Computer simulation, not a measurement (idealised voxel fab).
This is a process module. Its name is voxel spacer lines.
cross-section cut | 225 nm wide | cells 5 nm
This document writes a cross-section as a grid whose cells are square, and gives it as bands, listed from the top down; one or more rows of cells form a band. Read a band's entry like this: the first values are the height of its top and the height of its bottom in nm, and what follows is the sequence of materials from left to right, each with its width in nm. Note that "air" is empty space, and that a single material marked "throughout" reaches across the band from edge to edge. A quick word on heights: they are counted from 0, and under that level the wafer as it came to us is one material throughout. The lowest band is different from the rest in having no bottom; it simply continues downward, written as in "z 0 and below". A width given as "30 to 40" starts at the first number in the band's top row and ends at the second number in its bottom row, shifting by an equal amount at every step from row to row. "no alterations made" after a step means that no cell of the cross-section changed. Closed-off voids of 8+ cells (no open route to the top) go in "Entrapped voids", written width x height at distance from the left edge, in nm. It should be noted that, on the line of a given step, the content following the step's settings is a remark produced by the simulator itself with respect to that step. "overlay nm" on a masked step: distance the mask lay right of its planned place, negative for left.

Set out below are the planned steps of the process
step 1: RECEIVE: material Si
step 2: CONFORMAL_DEP: material SiO2, thk nm 5
step 3: DIRECTIONAL_DEP: material polySi, thk nm 20
step 4: DIRECTIONAL_DEP: material aC, thk nm 25
step 5: PATTERN: tone cover, mask id MANDREL, material resist, width nm 15, pitch nm 60, thk nm 30, overlay nm 0
step 6: DIRECTIONAL_ETCH: etch materials aC, depth nm 25
step 7: STRIP: etch materials resist
step 8: CONFORMAL_DEP: material SiN, thk nm 15
step 9: DIRECTIONAL_ETCH: etch materials SiN, depth nm 15
step 10: STRIP: etch materials aC
step 11: DIRECTIONAL_ETCH: etch materials polySi, depth nm 20
step 12: STRIP: etch materials SiN

The first of the two wafers, which ran as planned

So this is the incoming wafer in cross-section - it's already been through step 1
> z 0 and below  Si throughout
> Entrapped voids: none

Cross-section through the wafer, step 2 finished
> z 5 to 0  SiO2 throughout
> No changes below 0.

Cross-section through the wafer, step 3 finished
> z 25 to 5  polySi throughout
> No changes below 5.

Cross-section through the wafer, step 4 finished
> z 50 to 25  aC throughout
> No changes below 25.

Cross-section through the wafer, step 5 finished
> z 80 to 50  air 75 / resist 15 / air 45 / resist 15 / air 75
> No changes below 50.

Cross-section through the wafer, step 6 finished
> z 55 to 50  air 75 / resist 15 / air 45 / resist 15 / air 75
> z 50 to 25  air 75 / aC 15 / air 45 / aC 15 / air 75
> No changes below 25.

Cross-section through the wafer, step 7 finished
> z 50 to 25  air 75 / aC 15 / air 45 / aC 15 / air 75
> No changes below 25.

Cross-section through the wafer, step 8 finished
> z 65 to 50  air 60 / SiN 45 / air 15 / SiN 45 / air 60
> z 50 to 40  air 60 / SiN 15 / aC 15 / SiN 15 / air 15 / SiN 15 / aC 15 / SiN 15 / air 60
> z 40 to 25  SiN 75 / aC 15 / SiN 45 / aC 15 / SiN 75
> No changes below 25.

Cross-section through the wafer, step 9 finished
> z 50 to 25  air 60 / SiN 15 / aC 15 / SiN 15 / air 15 / SiN 15 / aC 15 / SiN 15 / air 60
> No changes below 25.

Cross-section through the wafer, step 10 finished
> z 50 to 25  air 60 / SiN 15 / air 15 / SiN 15 / air 15 / SiN 15 / air 15 / SiN 15 / air 60
> No changes below 25.

Cross-section through the wafer, step 11 finished
> z 50 to 25  air 60 / SiN 15 / air 15 / SiN 15 / air 15 / SiN 15 / air 15 / SiN 15 / air 60
> z 25 to 5  air 60 / polySi 15 / air 15 / polySi 15 / air 15 / polySi 15 / air 15 / polySi 15 / air 60
> No changes below 5.

Cross-section through the wafer, step 12 finished
> z 25 to 5  air 60 / polySi 15 / air 15 / polySi 15 / air 15 / polySi 15 / air 15 / polySi 15 / air 60
> No changes below 5.

Notes, second wafer: start = first wafer's, plan = first wafer's, execution had one mistake; history identical to first through step 4

Cross-sectional representation of the second wafer at the time designated in the plan for the completion of step 5
> z 80 to 50  resist 75 / air 15 / resist 45 / air 15 / resist 75
> No changes below 50.

Cross-sectional representation of the second wafer at the time designated in the plan for the completion of step 6
> z 55 to 50  resist 75 / air 15 / resist 45 / air 15 / resist 75
> z 50 to 25  aC 75 / air 15 / aC 45 / air 15 / aC 75
> No changes below 25.

Cross-sectional representation of the second wafer at the time designated in the plan for the completion of step 7
> z 50 to 25  aC 75 / air 15 / aC 45 / air 15 / aC 75
> No changes below 25.

Cross-sectional representation of the second wafer at the time designated in the plan for the completion of step 8
> z 65 to 50  SiN throughout
> z 50 to 25  aC 75 / SiN 15 / aC 45 / SiN 15 / aC 75
> No changes below 25.

Cross-sectional representation of the second wafer at the time designated in the plan for the completion of step 9
> z 50 to 25  aC 75 / SiN 15 / aC 45 / SiN 15 / aC 75
> No changes below 25.

Cross-sectional representation of the second wafer at the time designated in the plan for the completion of step 10
> z 50 to 25  air 75 / SiN 15 / air 45 / SiN 15 / air 75
> No changes below 25.

Cross-sectional representation of the second wafer at the time designated in the plan for the completion of step 11
> z 50 to 25  air 75 / SiN 15 / air 45 / SiN 15 / air 75
> z 25 to 5  air 75 / polySi 15 / air 45 / polySi 15 / air 75
> No changes below 5.

Cross-sectional representation of the second wafer at the time designated in the plan for the completion of step 12
> z 25 to 5  air 75 / polySi 15 / air 45 / polySi 15 / air 75
> No changes below 5.
what went wrong: it should be noted that step 5 was executed with settings other than those planned, the operation and settings actually applied being PATTERN: tone open, mask id MANDREL, material resist, width nm 15, pitch nm 60, thk nm 30, overlay nm 0
Count the cells at the end and the second wafer has more or fewer of some materials than the first: polySi: 24 fewer
